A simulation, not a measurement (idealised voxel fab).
This is a process module. Its name is voxel tone inversion.
220 nm wide, 5 nm square cells: that's cross-section cut.
Notation: cross-section as square-cell grid; stated in bands, top first, going down; one or more cell rows per band. Read a band's entry like this: the first values are the height of its top and the height of its bottom in nm, and what follows is the sequence of materials from left to right, each with its width in nm. Note that "blank" is empty space, and that a single material marked "throughout" reaches across the band from edge to edge. It should be noted that heights are counted from 0, beneath which the wafer as supplied is of one material throughout, and that the lowest band possesses no lower boundary but continues downward, as written in "0..down". Read "30..40" as a graded width: first number on top, second number at the bottom, same change between each pair of neighbouring rows. Reading "nothing changed" for a step: not a cell of the cross-section changed in it. Empty spaces without an open route to the top, at least 8 cells in extent, make up the entry "Cavities, closed"; each is given as width x height at distance, where the distance is measured from the left edge, and all are in nm. Heads up: the bit after the settings on a step's line is the simulator's remark on that step. "overlay nm" denotes, for a step that has a mask, the displacement of the mask to the right of its planned place, with negative values corresponding to the left.

-- The following list gives the planned process steps
- 1: RECEIVE [material Si]
- 2: CONFORMAL_DEP [material SiCN] [thk nm 10]
- 3: DIRECTIONAL_DEP [material polySi] [thk nm 15]
- 4: PATTERN [tone cover] [mask id POSTS] [material resist] [width nm 20] [pitch nm 50] [thk nm 20] [overlay nm 0]
- 5: DIRECTIONAL_ETCH [etch materials polySi] [depth nm 15]
- 6: STRIP [etch materials resist]
- 7: FILL_DEP [material SiO2] [thk nm 10]
- 8: CMP [height nm 25]
- 9: STRIP [etch materials polySi]
- 10: CONFORMAL_DEP [material TiN] [thk nm 5]
- 11: FILL_DEP [material Ru] [thk nm 5]
- 12: CMP [height nm 25]
- 13: CONFORMAL_DEP [material SiN] [thk nm 5]

-- First wafer out of two, processed as planned

-- Shown in cross-section is the wafer as received, that is, as it stands after step 1
> 0..down: Si throughout
> Cavities, closed: none

-- Take a look at the wafer's cross-section after step 2
> 10..0: SiCN throughout
> Under 0: no change, same as before.

-- Take a look at the wafer's cross-section after step 3
> 25..10: polySi throughout
> Under 10: no change, same as before.

-- Take a look at the wafer's cross-section after step 4
> 45..25: 50 of blank / 20 of resist / 30 of blank / 20 of resist / 30 of blank / 20 of resist / 50 of blank
> Under 25: no change, same as before.

-- Take a look at the wafer's cross-section after step 5
> 45..25: 50 of blank / 20 of resist / 30 of blank / 20 of resist / 30 of blank / 20 of resist / 50 of blank
> 25..10: 50 of blank / 20 of polySi / 30 of blank / 20 of polySi / 30 of blank / 20 of polySi / 50 of blank
> Under 10: no change, same as before.

-- Take a look at the wafer's cross-section after step 6
> 25..10: 50 of blank / 20 of polySi / 30 of blank / 20 of polySi / 30 of blank / 20 of polySi / 50 of blank
> Under 10: no change, same as before.

-- Take a look at the wafer's cross-section after step 7
> 35..25: SiO2 throughout
> 25..10: 50 of SiO2 / 20 of polySi / 30 of SiO2 / 20 of polySi / 30 of SiO2 / 20 of polySi / 50 of SiO2
> Under 10: no change, same as before.

-- Take a look at the wafer's cross-section after step 8
> 25..10: 50 of SiO2 / 20 of polySi / 30 of SiO2 / 20 of polySi / 30 of SiO2 / 20 of polySi / 50 of SiO2
> Under 10: no change, same as before.

-- Take a look at the wafer's cross-section after step 9
> 25..10: 50 of SiO2 / 20 of blank / 30 of SiO2 / 20 of blank / 30 of SiO2 / 20 of blank / 50 of SiO2
> Under 10: no change, same as before.

-- Take a look at the wafer's cross-section after step 10
> 30..25: 55 of TiN / 10 of blank / 40 of TiN / 10 of blank / 40 of TiN / 10 of blank / 55 of TiN
> 25..15: 50 of SiO2 / 5 of TiN / 10 of blank / 5 of TiN / 30 of SiO2 / 5 of TiN / 10 of blank / 5 of TiN / 30 of SiO2 / 5 of TiN / 10 of blank / 5 of TiN / 50 of SiO2
> 15..10: 50 of SiO2 / 20 of TiN / 30 of SiO2 / 20 of TiN / 30 of SiO2 / 20 of TiN / 50 of SiO2
> Under 10: no change, same as before.

-- Take a look at the wafer's cross-section after step 11
> 35..30: Ru throughout
> 30..25: 55 of TiN / 10 of Ru / 40 of TiN / 10 of Ru / 40 of TiN / 10 of Ru / 55 of TiN
> 25..15: 50 of SiO2 / 5 of TiN / 10 of Ru / 5 of TiN / 30 of SiO2 / 5 of TiN / 10 of Ru / 5 of TiN / 30 of SiO2 / 5 of TiN / 10 of Ru / 5 of TiN / 50 of SiO2
> Under 15: no change, same as before.

-- Take a look at the wafer's cross-section after step 12
> 25..15: 50 of SiO2 / 5 of TiN / 10 of Ru / 5 of TiN / 30 of SiO2 / 5 of TiN / 10 of Ru / 5 of TiN / 30 of SiO2 / 5 of TiN / 10 of Ru / 5 of TiN / 50 of SiO2
> Under 15: no change, same as before.

-- Take a look at the wafer's cross-section after step 13
> 30..25: SiN throughout
> Under 25: no change, same as before.

-- Okay, second wafer. Nothing different at the start, nothing different in the plan, just one mistake somewhere in the running. As far as step 1, counting that step, it's the first wafer all over again

-- Here is the second wafer in cross-section at the point where step 2 of the plan should have been done
> 15..0: SiCN throughout
> Under 0: no change, same as before.

-- Here is the second wafer in cross-section at the point where step 3 of the plan should have been done
> 30..15: polySi throughout
> Under 15: no change, same as before.

-- Here is the second wafer in cross-section at the point where step 4 of the plan should have been done
> 50..30: 50 of blank / 20 of resist / 30 of blank / 20 of resist / 30 of blank / 20 of resist / 50 of blank
> Under 30: no change, same as before.

-- Here is the second wafer in cross-section at the point where step 5 of the plan should have been done
> 50..30: 50 of blank / 20 of resist / 30 of blank / 20 of resist / 30 of blank / 20 of resist / 50 of blank
> 30..15: 50 of blank / 20 of polySi / 30 of blank / 20 of polySi / 30 of blank / 20 of polySi / 50 of blank
> Under 15: no change, same as before.

-- Here is the second wafer in cross-section at the point where step 6 of the plan should have been done
> 30..15: 50 of blank / 20 of polySi / 30 of blank / 20 of polySi / 30 of blank / 20 of polySi / 50 of blank
> Under 15: no change, same as before.

-- Here is the second wafer in cross-section at the point where step 7 of the plan should have been done
> 40..30: SiO2 throughout
> 30..15: 50 of SiO2 / 20 of polySi / 30 of SiO2 / 20 of polySi / 30 of SiO2 / 20 of polySi / 50 of SiO2
> Under 15: no change, same as before.

-- Here is the second wafer in cross-section at the point where step 8 of the plan should have been done
> 25..15: 50 of SiO2 / 20 of polySi / 30 of SiO2 / 20 of polySi / 30 of SiO2 / 20 of polySi / 50 of SiO2
> Under 15: no change, same as before.

-- Here is the second wafer in cross-section at the point where step 9 of the plan should have been done
> 25..15: 50 of SiO2 / 20 of blank / 30 of SiO2 / 20 of blank / 30 of SiO2 / 20 of blank / 50 of SiO2
> Under 15: no change, same as before.

-- Here is the second wafer in cross-section at the point where step 10 of the plan should have been done
> 30..25: 55 of TiN / 10 of blank / 40 of TiN / 10 of blank / 40 of TiN / 10 of blank / 55 of TiN
> 25..20: 50 of SiO2 / 5 of TiN / 10 of blank / 5 of TiN / 30 of SiO2 / 5 of TiN / 10 of blank / 5 of TiN / 30 of SiO2 / 5 of TiN / 10 of blank / 5 of TiN / 50 of SiO2
> 20..15: 50 of SiO2 / 20 of TiN / 30 of SiO2 / 20 of TiN / 30 of SiO2 / 20 of TiN / 50 of SiO2
> Under 15: no change, same as before.

-- Here is the second wafer in cross-section at the point where step 11 of the plan should have been done
> 35..30: Ru throughout
> 30..25: 55 of TiN / 10 of Ru / 40 of TiN / 10 of Ru / 40 of TiN / 10 of Ru / 55 of TiN
> 25..20: 50 of SiO2 / 5 of TiN / 10 of Ru / 5 of TiN / 30 of SiO2 / 5 of TiN / 10 of Ru / 5 of TiN / 30 of SiO2 / 5 of TiN / 10 of Ru / 5 of TiN / 50 of SiO2
> Under 20: no change, same as before.

-- Here is the second wafer in cross-section at the point where step 12 of the plan should have been done
> 25..20: 50 of SiO2 / 5 of TiN / 10 of Ru / 5 of TiN / 30 of SiO2 / 5 of TiN / 10 of Ru / 5 of TiN / 30 of SiO2 / 5 of TiN / 10 of Ru / 5 of TiN / 50 of SiO2
> Under 20: no change, same as before.

-- Here is the second wafer in cross-section at the point where step 13 of the plan should have been done
> 30..25: SiN throughout
> Under 25: no change, same as before.
The mistake made against the process plan was this: contrary to plan, step 2 was performed as CONFORMAL_DEP [material SiCN] [thk nm 15]
Final comparison by cell count, materials where the second wafer has more or fewer than the first: 6 fewer of Ru | 44 more of SiCN | 32 fewer of SiO2 | 6 fewer of TiN
